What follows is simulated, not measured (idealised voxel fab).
You're looking at the process module voxel gate over fins.
Section shown: cut. Width: 210 nm. Cell size: 5 nm, square.
Cross-section format: a grid of square cells, given as bands from top to bottom; each band is one or more rows of cells.
Top height, bottom height, nm. Materials left to right, width each, nm. Single material + "everywhere" = fills band edge to edge. "air" = empty.
Heights from 0 (as-received wafer is one material below). Bottom band endless downward, as "0 nm and below".
The width entry "30..40" should be interpreted row by row: the top row of cells in the band takes the first number, the bottom row takes the second number, and the change between adjacent rows is uniform throughout.
Where a step carries "nothing got changed", the cross-section came out of it unchanged, cell for cell.
Empty spaces without an open route to the top, at least 8 cells in extent, make up the entry "Sealed void listing"; each is given as width x height at distance, where the distance is measured from the left edge, and all are in nm.
That trailing text on a step's line, after the settings, is the simulator's own remark on the step.
What "overlay nm" on a step's line means: if the step has a mask, that mask lay this far to the right of its planned place, or, when the value is negative, to the left.
Process steps - plan
1 RECEIVE | material Si
2 CONFORMAL_DEP | material SiN | thk nm 5
3 DIRECTIONAL_DEP | material aC | thk nm 10
4 PATTERN | tone cover | mask id FINS | material resist | width nm 15 | pitch nm 40 | thk nm 30 | overlay nm 0
5 DIRECTIONAL_ETCH | etch materials aC | depth nm 10
6 STRIP | etch materials resist
7 DIRECTIONAL_ETCH | etch materials SiN | depth nm 5
8 DIRECTIONAL_ETCH | etch materials Si | depth nm 40
9 STRIP | etch materials aC
10 OXIDIZE | depth nm 5
11 FILL_DEP | material SiO2 | thk nm 10
12 CMP | height nm 5
13 SELECTIVE_ETCH | etch materials SiO2 | depth nm 20
14 STRIP | etch materials SiN
15 CONFORMAL_DEP | material HfO2 | thk nm 5
16 CONFORMAL_DEP | material TiN | thk nm 5
17 CONFORMAL_DEP | material TiAl | thk nm 5
18 CONFORMAL_DEP | material TiN | thk nm 5
19 FILL_DEP | material W | thk nm 10
20 CMP | height nm 25
21 CONFORMAL_DEP | material SiN | thk nm 10
First out of two wafers; run went to plan
Step 1 complete: cross-section of the wafer as received
	0 nm and below | Si everywhere
	Sealed void listing: none
Step 2 done - wafer cross-section
	5 nm to 0 nm | SiN everywhere
	Under the height 0 nothing was changed.
Step 3 done - wafer cross-section
	15 nm to 5 nm | aC everywhere
	Under the height 5 nothing was changed.
Step 4 done - wafer cross-section
	45 nm to 15 nm | air=75; resist=15; air=25; resist=15; air=80
	Under the height 15 nothing was changed.
Step 5 done - wafer cross-section
	35 nm to 15 nm | air=75; resist=15; air=25; resist=15; air=80
	15 nm to 5 nm | air=75; aC=15; air=25; aC=15; air=80
	Under the height 5 nothing was changed.
Step 6 done - wafer cross-section
	15 nm to 5 nm | air=75; aC=15; air=25; aC=15; air=80
	Under the height 5 nothing was changed.
Step 7 done - wafer cross-section
	15 nm to 5 nm | air=75; aC=15; air=25; aC=15; air=80
	5 nm to 0 nm | air=75; SiN=15; air=25; SiN=15; air=80
	Under the height 0 nothing was changed.
Step 8 done - wafer cross-section
	15 nm to 5 nm | air=75; aC=15; air=25; aC=15; air=80
	5 nm to 0 nm | air=75; SiN=15; air=25; SiN=15; air=80
	0 nm to -40 nm | air=75; Si=15; air=25; Si=15; air=80
	Under the height -40 nothing was changed.
Step 9 done - wafer cross-section
	5 nm to 0 nm | air=75; SiN=15; air=25; SiN=15; air=80
	Under the height 0 nothing was changed.
Step 10 done - wafer cross-section
	5 nm to 0 nm | air=75; SiN=15; air=25; SiN=15; air=80
	0 nm to -40 nm | air=75; SiO2=5; Si=5; SiO2=5; air=25; SiO2=5; Si=5; SiO2=5; air=80
	-40 nm to -45 nm | SiO2=80; Si=5; SiO2=35; Si=5; SiO2=85
	Under the height -45 nothing was changed.
Step 11 done - wafer cross-section
	15 nm to 5 nm | SiO2 everywhere
	5 nm to 0 nm | SiO2=75; SiN=15; SiO2=25; SiN=15; SiO2=80
	0 nm to -45 nm | SiO2=80; Si=5; SiO2=35; Si=5; SiO2=85
	Under the height -45 nothing was changed.
Step 12 done - wafer cross-section
	5 nm to 0 nm | SiO2=75; SiN=15; SiO2=25; SiN=15; SiO2=80
	Under the height 0 nothing was changed.
Step 13 done - wafer cross-section
	5 nm to 0 nm | air=75; SiN=15; air=25; SiN=15; air=80
	0 nm to -15 nm | air=80; Si=5; air=35; Si=5; air=85
	Under the height -15 nothing was changed.
Step 14 done - wafer cross-section
	0 nm to -15 nm | air=80; Si=5; air=35; Si=5; air=85
	Under the height -15 nothing was changed.
Step 15 done - wafer cross-section
	5 nm to 0 nm | air=75; HfO2=15; air=25; HfO2=15; air=80
	0 nm to -10 nm | air=75; HfO2=5; Si=5; HfO2=5; air=25; HfO2=5; Si=5; HfO2=5; air=80
	-10 nm to -15 nm | HfO2=80; Si=5; HfO2=35; Si=5; HfO2=85
	Under the height -15 nothing was changed.
Step 16 done - wafer cross-section
	10 nm to 5 nm | air=70; TiN=25; air=15; TiN=25; air=75
	5 nm to 0 nm | air=70; TiN=5; HfO2=15; TiN=5; air=15; TiN=5; HfO2=15; TiN=5; air=75
	0 nm to -5 nm | air=70; TiN=5; HfO2=5; Si=5; HfO2=5; TiN=5; air=15; TiN=5; HfO2=5; Si=5; HfO2=5; TiN=5; air=75
	-5 nm to -10 nm | TiN=75; HfO2=5; Si=5; HfO2=5; TiN=25; HfO2=5; Si=5; HfO2=5; TiN=80
	Under the height -10 nothing was changed.
Step 17 done - wafer cross-section
	15 nm to 10 nm | air=65; TiAl=35; air=5; TiAl=35; air=70
	10 nm to 5 nm | air=65; TiAl=5; TiN=25; TiAl=5; air=5; TiAl=5; TiN=25; TiAl=5; air=70
	5 nm to 0 nm | air=65; TiAl=5; TiN=5; HfO2=15; TiN=5; TiAl=5; air=5; TiAl=5; TiN=5; HfO2=15; TiN=5; TiAl=5; air=70
	0 nm to -5 nm | TiAl=70; TiN=5; HfO2=5; Si=5; HfO2=5; TiN=5; TiAl=15; TiN=5; HfO2=5; Si=5; HfO2=5; TiN=5; TiAl=75
	Under the height -5 nothing was changed.
Step 18 done - wafer cross-section
	20 nm to 15 nm | air=60; TiN=85; air=65
	15 nm to 10 nm | air=60; TiN=5; TiAl=35; TiN=5; TiAl=35; TiN=5; air=65
	10 nm to 5 nm | air=60; TiN=5; TiAl=5; TiN=25; TiAl=5; TiN=5; TiAl=5; TiN=25; TiAl=5; TiN=5; air=65
	5 nm to 0 nm | TiN=65; TiAl=5; TiN=5; HfO2=15; TiN=5; TiAl=5; TiN=5; TiAl=5; TiN=5; HfO2=15; TiN=5; TiAl=5; TiN=70
	Under the height 0 nothing was changed.
Step 19 done - wafer cross-section
	30 nm to 20 nm | W everywhere
	20 nm to 15 nm | W=60; TiN=85; W=65
	15 nm to 10 nm | W=60; TiN=5; TiAl=35; TiN=5; TiAl=35; TiN=5; W=65
	10 nm to 5 nm | W=60; TiN=5; TiAl=5; TiN=25; TiAl=5; TiN=5; TiAl=5; TiN=25; TiAl=5; TiN=5; W=65
	Under the height 5 nothing was changed.
Step 20 done - wafer cross-section
	25 nm to 20 nm | W everywhere
	Under the height 20 nothing was changed.
Step 21 done - wafer cross-section
	35 nm to 25 nm | SiN everywhere
	Under the height 25 nothing was changed.
Second wafer: same start and same plan as the first, one execution error; identical to the first through step 18
Second wafer: cross-section at the scheduled end of step 19
	30 nm to 20 nm | aC everywhere
	20 nm to 15 nm | aC=60; TiN=85; aC=65
	15 nm to 10 nm | aC=60; TiN=5; TiAl=35; TiN=5; TiAl=35; TiN=5; aC=65
	10 nm to 5 nm | aC=60; TiN=5; TiAl=5; TiN=25; TiAl=5; TiN=5; TiAl=5; TiN=25; TiAl=5; TiN=5; aC=65
	Under the height 5 nothing was changed.
Second wafer: cross-section at the scheduled end of step 20
	25 nm to 20 nm | aC everywhere
	Under the height 20 nothing was changed.
Second wafer: cross-section at the scheduled end of step 21
	35 nm to 25 nm | SiN everywhere
	Under the height 25 nothing was changed.
Heads up, the wafer didn't run the way we planned it: step 19 changed vs plan, executed as FILL_DEP | material aC | thk nm 10
Wrapping up, a cell-based count of both wafers puts the second over or under the first for these materials: W -117; aC +117
